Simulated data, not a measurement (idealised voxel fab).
This section sets out a process module, namely voxel gate over fins.
The cross-section shown here is cut; it is 260 nm wide and divided into square cells measuring 5 nm on a side.
A cross-section is written here as square cells arranged in a grid, and it is given in bands from the top down, each band taking up one or more rows of cells.
Band: top and bottom heights (nm) first, top before bottom; then materials from left to right, widths in nm. "edge to edge" marks a sole material filling the band edge to edge. "air" denotes empty space.
Note: height 0 marks the level under which the wafer is uniformly one material as received. Lowest band unbounded below, written "0 -> down".
With a width like "30 to 40", each row of cells in the band differs from the next by the same amount, the top row carrying the first number and the bottom row the second.
Given "stayed the same" for a step, no cell of the cross-section differs between before and after that step.
In the "Closed cavities" entry, you get each enclosed empty space of 8 cells or more, one with no open way to the top, written width x height at distance, distance from the left edge, in nm.
It should be noted that, on the line of a given step, the content following the step's settings is a remark produced by the simulator itself with respect to that step.
The "overlay nm" setting may appear on a step's line; for a step that uses a mask, it gives how far to the right of its planned position the mask lay, and a negative value indicates the left.

-- Set out below are the planned steps of the process
1. RECEIVE,material Si
2. CONFORMAL_DEP,material SiN,thk nm 5
3. MASKED_ETCH,tone cover,mask id FINS,width nm 15,pitch nm 50,etch materials SiN,depth nm 5,overlay nm 0
4. MASKED_ETCH,tone cover,mask id FINS,width nm 15,pitch nm 50,etch materials Si,depth nm 35,overlay nm 0
5. OXIDIZE,depth nm 5
6. FILL_DEP,material SiO2,thk nm 15
7. CMP,height nm 5
8. MASKED_ETCH,tone open,mask id RAIL,width nm 15,etch materials SiO2,depth nm 35,overlay nm 0
9. CONFORMAL_DEP,material TiN,thk nm 5
10. FILL_DEP,material Ru,thk nm 5
11. CMP,height nm 5
12. SELECTIVE_ETCH,etch materials W Ru TiN,depth nm 20
13. FILL_DEP,material SiO2,thk nm 5
14. CMP,height nm 5
15. SELECTIVE_ETCH,etch materials SiO2,depth nm 15
16. STRIP,etch materials SiN
17. CONFORMAL_DEP,material HfO2,thk nm 5
18. CONFORMAL_DEP,material TiN,thk nm 5
19. CONFORMAL_DEP,material TiAl,thk nm 5
20. CONFORMAL_DEP,material TiN,thk nm 5
21. FILL_DEP,material W,thk nm 10
22. CMP,height nm 25
23. CONFORMAL_DEP,material SiCN,thk nm 5

-- Step 1 complete: cross-section of the wafer as received
  0 -> down = Si edge to edge
  Closed cavities: none

-- As-planned run: cross-section of the first of two wafers at end of module
  30 -> 25 = SiCN edge to edge
  25 -> 20 = W edge to edge
  20 -> 15 = W=30  TiN=45  W=5  TiN=45  W=5  TiN=45  W=5  TiN=45  W=35
  15 -> 10 = W=30  TiN=5  TiAl=35  TiN=5  W=5  TiN=5  TiAl=35  TiN=5  W=5  TiN=5  TiAl=35  TiN=5  W=5  TiN=5  TiAl=35  TiN=5  W=35
  10 -> 5 = TiN=35  TiAl=5  TiN=25  TiAl=5  TiN=15  TiAl=5  TiN=25  TiAl=5  TiN=15  TiAl=5  TiN=25  TiAl=5  TiN=15  TiAl=5  TiN=25  TiAl=5  TiN=40
  5 -> 0 = TiAl=40  TiN=5  HfO2=15  TiN=5  TiAl=25  TiN=5  HfO2=15  TiN=5  TiAl=25  TiN=5  HfO2=15  TiN=5  TiAl=25  TiN=5  HfO2=15  TiN=5  TiAl=45
  0 -> -5 = TiN=45  HfO2=5  Si=5  HfO2=5  TiN=35  HfO2=5  Si=5  HfO2=5  TiN=35  HfO2=5  Si=5  HfO2=5  TiN=35  HfO2=5  Si=5  HfO2=5  TiN=50
  -5 -> -10 = HfO2=50  Si=5  HfO2=45  Si=5  HfO2=45  Si=5  HfO2=45  Si=5  HfO2=55
  -10 -> -15 = SiO2=50  Si=5  SiO2=45  Si=5  SiO2=45  Si=5  SiO2=45  Si=5  SiO2=55
  -15 -> -25 = SiO2=50  Si=5  SiO2=15  TiN=5  Ru=5  TiN=5  SiO2=15  Si=5  SiO2=45  Si=5  SiO2=45  Si=5  SiO2=55
  -25 -> -30 = SiO2=50  Si=5  SiO2=15  TiN=15  SiO2=15  Si=5  SiO2=45  Si=5  SiO2=45  Si=5  SiO2=55
  -30 -> -40 = SiO2=50  Si=5  SiO2=45  Si=5  SiO2=45  Si=5  SiO2=45  Si=5  SiO2=55
  -40 -> down = Si edge to edge
  Closed cavities: none

-- Here's the second of our two wafers sectioned at module end. Same start as the first, same plan, but one mistake got made running it
  30 -> 25 = SiCN edge to edge
  25 -> 20 = W edge to edge
  20 -> 15 = TiN edge to edge
  15 -> 10 = TiAl edge to edge
  10 -> 5 = TiN=50  TiAl=5  TiN=45  TiAl=5  TiN=45  TiAl=5  TiN=45  TiAl=5  TiN=55
  5 -> 0 = HfO2=45  TiN=15  HfO2=35  TiN=15  HfO2=35  TiN=15  HfO2=35  TiN=15  HfO2=50
  0 -> -5 = Si=40  HfO2=25  Si=25  HfO2=25  Si=25  HfO2=25  Si=25  HfO2=25  Si=45
  -5 -> down = Si edge to edge
  Closed cavities: none
Here's what went sideways: rather than as planned, step 3 actually ran as MASKED_ETCH,tone open,mask id FINS,width nm 15,pitch nm 50,etch materials SiN,depth nm 5,overlay nm 0
Looking at both finished wafers in cells, the second ends up ahead of or behind the first on some materials: HfO2: 8 fewer, Ru: 2 fewer, Si: 364 more, SiO2: 279 fewer, TiAl: 12 fewer, TiN: 31 fewer, W: 32 fewer
